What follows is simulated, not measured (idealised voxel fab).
process module | voxel trench capacitor
cross-section cut | 270 nm wide | cells 5 nm
A cross-section is a grid of square cells, given in bands from the top down. A band is one or more rows of cells.
Each band's line starts with the height of the band's top and of its bottom, in nm. Then come its materials from left to right, each with its width in nm. One material with "throughout" fills the band from edge to edge. "air" is empty space.
Height 0 is the level under which the wafer as received is all one material. The lowest band goes on downwards, as in "0 down".
A width such as "30 to 40" changes by the same amount from each row of cells to the next, from the band's top row to its bottom row.
"no change" after a step means that no cell of the cross-section changed.
closed voids: empty space of 8 cells or more with no open way to the top, each as width x height at its distance from the left edge, in nm
after a step's settings: what the simulator itself notes on the step
overlay nm, on a step with a mask: how far to the right of its planned place the mask lay; to the left if negative
plan
1 op RECEIVE | material Si
2 op CONFORMAL_DEP | material SiN | thk nm 5
3 op MASKED_ETCH | tone open | mask id TRENCH | width nm 15 | pitch nm 40 | etch materials SiN | depth nm 5 | overlay nm 0
4 op MASKED_ETCH | tone open | mask id TRENCH | width nm 15 | pitch nm 40 | etch materials Si | depth nm 30 | overlay nm -15
5 op CONFORMAL_DEP | material Al2O3 | thk nm 5
6 op FILL_DEP | material polySi | thk nm 10
7 op CMP | height nm 5
varied across the wafers: overlay nm of step 4. The plan shows the first wafer's value. All wafers start alike
first wafer as received, after step 1
  0 down: Si throughout
  closed voids: none
each wafer at the end: cells of each material gained (+) or lost (-) since it was received, then its closed voids
overlay nm -15 | +9 Al2O3 | +45 SiN | closed voids: none
overlay nm -10 | +27 Al2O3 | -18 Si | +45 SiN | closed voids: none
overlay nm -5 | +45 Al2O3 | -36 Si | +45 SiN | closed voids: none
overlay nm 0 | +45 Al2O3 | -54 Si | +45 SiN | +18 polySi | closed voids: none
overlay nm 5 | +45 Al2O3 | -36 Si | +45 SiN | closed voids: none
overlay nm 10 | +27 Al2O3 | -18 Si | +45 SiN | closed voids: none
overlay nm 15 | +9 Al2O3 | +45 SiN | closed voids: none
